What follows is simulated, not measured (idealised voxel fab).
process module | voxel transistor to metal
cross-section cut | 225 nm wide | cells 5 nm
A cross-section is a grid of square cells, given in bands from the top down. A band is one or more rows of cells.
Each band's line starts with the height of the band's top and of its bottom, in nm. Then come its materials from left to right, each with its width in nm. One material with "throughout" fills the band from edge to edge. "air" is empty space.
Height 0 is the level under which the wafer as received is all one material. The lowest band goes on downwards, as in "0 down".
A width such as "30 to 40" changes by the same amount from each row of cells to the next, from the band's top row to its bottom row.
"no change" after a step means that no cell of the cross-section changed.
closed voids: empty space of 8 cells or more with no open way to the top, each as width x height at its distance from the left edge, in nm
after a step's settings: what the simulator itself notes on the step
overlay nm, on a step with a mask: how far to the right of its planned place the mask lay; to the left if negative
plan
1 op RECEIVE | material Si
2 op CONFORMAL_DEP | material SiO2 | thk nm 5
3 op CONFORMAL_DEP | material SiN | thk nm 15
4 op MASKED_ETCH | tone cover | mask id ACTIVE | width nm 85 | pitch nm 110 | etch materials SiN | depth nm 15 | overlay nm 0
5 op MASKED_ETCH | tone cover | mask id ACTIVE | width nm 85 | pitch nm 110 | etch materials SiO2 | depth nm 5 | overlay nm 0
6 op MASKED_ETCH | tone cover | mask id ACTIVE | width nm 85 | pitch nm 110 | etch materials Si | depth nm 30 | overlay nm 0
7 op OXIDIZE | depth nm 5
8 op FILL_DEP | material SiO2 | thk nm 10
9 op CMP | height nm 20
10 op SELECTIVE_ETCH | etch materials SiO2 | depth nm 10
11 op STRIP | etch materials SiN
12 op SELECTIVE_ETCH | etch materials SiO2 | depth nm 5
13 op OXIDIZE | depth nm 5
14 op DIRECTIONAL_DEP | material polySi | thk nm 25
15 op DIRECTIONAL_DEP | material SiCN | thk nm 15
16 op DIRECTIONAL_DEP | material aC | thk nm 10
17 op PATTERN | tone cover | mask id GATE | material resist | width nm 15 | pitch nm 110 | thk nm 30 | overlay nm 0
18 op DIRECTIONAL_ETCH | etch materials aC | depth nm 10
19 op STRIP | etch materials resist
20 op DIRECTIONAL_ETCH | etch materials SiCN | depth nm 25
21 op DIRECTIONAL_ETCH | etch materials polySi | depth nm 35
22 op STRIP | etch materials aC
23 op CONFORMAL_DEP | material SiN | thk nm 5
24 op DIRECTIONAL_ETCH | etch materials SiN | depth nm 5
25 op DIRECTIONAL_ETCH | etch materials SiO2 | depth nm 5
26 op DIRECTIONAL_ETCH | etch materials Si | depth nm 15
27 op EPI | material pSi | thk nm 15
28 op FILL_DEP | material SiO2 | thk nm 10
29 op CMP | height nm 40
30 op DIRECTIONAL_DEP | material SiO2 | thk nm 15
31 op MASKED_ETCH | tone open | mask id CONTACT | width nm 15 | etch materials SiO2 | depth nm 60 | overlay nm 0
32 op CONFORMAL_DEP | material TiN | thk nm 5
33 op FILL_DEP | material W | thk nm 5
34 op CMP | height nm 55
35 op CONFORMAL_DEP | material SiCN | thk nm 5
36 op DIRECTIONAL_DEP | material SiO2 | thk nm 15
37 op MASKED_ETCH | tone open | mask id METAL_1 | width nm 15 | etch materials SiO2 | depth nm 15 | overlay nm 0
38 op MASKED_ETCH | tone open | mask id METAL_1 | width nm 15 | etch materials SiCN | depth nm 5 | overlay nm 0
39 op CONFORMAL_DEP | material TiN | thk nm 5
40 op FILL_DEP | material Ru | thk nm 10
41 op CMP | height nm 75
42 op CONFORMAL_DEP | material SiN | thk nm 5
as received, after step 1
  0 down: Si throughout
  closed voids: none
first wafer at the end, as planned
  80 to 75: SiN throughout
  75 to 60: SiO2 20 | TiN 5 | Ru 5 | TiN 5 | SiO2 45 | TiN 5 | Ru 5 | TiN 5 | SiO2 35 | TiN 5 | Ru 5 | TiN 5 | SiO2 45 | TiN 5 | Ru 5 | TiN 5 | SiO2 20
  60 to 55: SiCN 20 | TiN 15 | SiCN 45 | TiN 15 | SiCN 35 | TiN 15 | SiCN 45 | TiN 15 | SiCN 20
  55 to 40: SiO2 20 | TiN 5 | W 5 | TiN 5 | SiO2 45 | TiN 5 | W 5 | TiN 5 | SiO2 35 | TiN 5 | W 5 | TiN 5 | SiO2 45 | TiN 5 | W 5 | TiN 5 | SiO2 20
  40 to 25: SiO2 20 | TiN 5 | W 5 | TiN 5 | SiO2 10 | SiN 5 | SiCN 15 | SiN 5 | SiO2 10 | TiN 5 | W 5 | TiN 5 | SiO2 35 | TiN 5 | W 5 | TiN 5 | SiO2 10 | SiN 5 | SiCN 15 | SiN 5 | SiO2 10 | TiN 5 | W 5 | TiN 5 | SiO2 20
  25 to 15: SiO2 20 | TiN 5 | W 5 | TiN 5 | SiO2 10 | SiN 5 | polySi 15 | SiN 5 | SiO2 10 | TiN 5 | W 5 | TiN 5 | SiO2 35 | TiN 5 | W 5 | TiN 5 | SiO2 10 | SiN 5 | polySi 15 | SiN 5 | SiO2 10 | TiN 5 | W 5 | TiN 5 | SiO2 20
  15 to 10: SiO2 20 | TiN 15 | SiO2 10 | SiN 5 | polySi 15 | SiN 5 | SiO2 10 | TiN 15 | SiO2 35 | TiN 15 | SiO2 10 | SiN 5 | polySi 15 | SiN 5 | SiO2 10 | TiN 15 | SiO2 20
  10 to 5: SiO2 20 | TiN 10 | pSi 15 | SiN 5 | polySi 15 | SiN 5 | pSi 15 | TiN 10 | SiO2 35 | TiN 10 | pSi 15 | SiN 5 | polySi 15 | SiN 5 | pSi 15 | TiN 10 | SiO2 20
  5 to 0: SiO2 10 | SiN 5 | SiO2 5 | TiN 10 | pSi 15 | SiN 5 | polySi 15 | SiN 5 | pSi 15 | TiN 10 | SiO2 5 | SiN 5 | SiO2 15 | SiN 5 | SiO2 5 | TiN 10 | pSi 15 | SiN 5 | polySi 15 | SiN 5 | pSi 15 | TiN 10 | SiO2 5 | SiN 5 | SiO2 10
  0 to -5: SiO2 20 | TiN 10 | pSi 15 | SiO2 25 | pSi 15 | TiN 10 | SiO2 35 | TiN 10 | pSi 15 | SiO2 25 | pSi 15 | TiN 10 | SiO2 20
  -5 to -20: SiO2 20 | pSi 25 | Si 25 | pSi 25 | SiO2 35 | pSi 25 | Si 25 | pSi 25 | SiO2 20
  -20 to -35: SiO2 20 | Si 75 | SiO2 35 | Si 75 | SiO2 20
  -35 down: Si throughout
  closed voids: none
second wafer at the end: like start, like plan, one mistake
  80 to 75: SiN throughout
  75 to 60: SiO2 20 | TiN 5 | Ru 5 | TiN 5 | SiO2 45 | TiN 5 | Ru 5 | TiN 5 | SiO2 35 | TiN 5 | Ru 5 | TiN 5 | SiO2 45 | TiN 5 | Ru 5 | TiN 5 | SiO2 20
  60 to 55: SiCN 20 | TiN 15 | SiCN 45 | TiN 15 | SiCN 35 | TiN 15 | SiCN 45 | TiN 15 | SiCN 20
  55 to 40: SiO2 20 | TiN 5 | W 5 | TiN 5 | SiO2 45 | TiN 5 | W 5 | TiN 5 | SiO2 35 | TiN 5 | W 5 | TiN 5 | SiO2 45 | TiN 5 | W 5 | TiN 5 | SiO2 20
  40 to 30: SiO2 20 | TiN 5 | W 5 | TiN 5 | SiO2 10 | SiN 5 | SiCN 15 | SiN 5 | SiO2 10 | TiN 5 | W 5 | TiN 5 | SiO2 35 | TiN 5 | W 5 | TiN 5 | SiO2 10 | SiN 5 | SiCN 15 | SiN 5 | SiO2 10 | TiN 5 | W 5 | TiN 5 | SiO2 20
  30 to 25: SiO2 20 | TiN 15 | SiO2 10 | SiN 5 | SiCN 15 | SiN 5 | SiO2 10 | TiN 15 | SiO2 35 | TiN 15 | SiO2 10 | SiN 5 | SiCN 15 | SiN 5 | SiO2 10 | TiN 15 | SiO2 20
  25 to 10: SiO2 20 | TiN 10 | SiO2 15 | SiN 5 | polySi 15 | SiN 5 | SiO2 15 | TiN 10 | SiO2 35 | TiN 10 | SiO2 15 | SiN 5 | polySi 15 | SiN 5 | SiO2 15 | TiN 10 | SiO2 20
  10 to 5: SiO2 30 | pSi 15 | SiN 5 | polySi 15 | SiN 5 | pSi 15 | SiO2 55 | pSi 15 | SiN 5 | polySi 15 | SiN 5 | pSi 15 | SiO2 30
  5 to 0: SiO2 10 | SiN 5 | SiO2 15 | pSi 15 | SiN 5 | polySi 15 | SiN 5 | pSi 15 | SiO2 15 | SiN 5 | SiO2 15 | SiN 5 | SiO2 15 | pSi 15 | SiN 5 | polySi 15 | SiN 5 | pSi 15 | SiO2 15 | SiN 5 | SiO2 10
  0 to -5: SiO2 30 | pSi 15 | SiO2 25 | pSi 15 | SiO2 55 | pSi 15 | SiO2 25 | pSi 15 | SiO2 30
  -5 to -20: SiO2 20 | pSi 25 | Si 25 | pSi 25 | SiO2 35 | pSi 25 | Si 25 | pSi 25 | SiO2 20
  -20 to -35: SiO2 20 | Si 75 | SiO2 35 | Si 75 | SiO2 20
  -35 down: Si throughout
  closed voids: none
what went wrong: steps 30 and 31 were swapped
at the end the second wafer has, in cells: 36 more of SiO2 | 24 fewer of TiN | 12 fewer of W
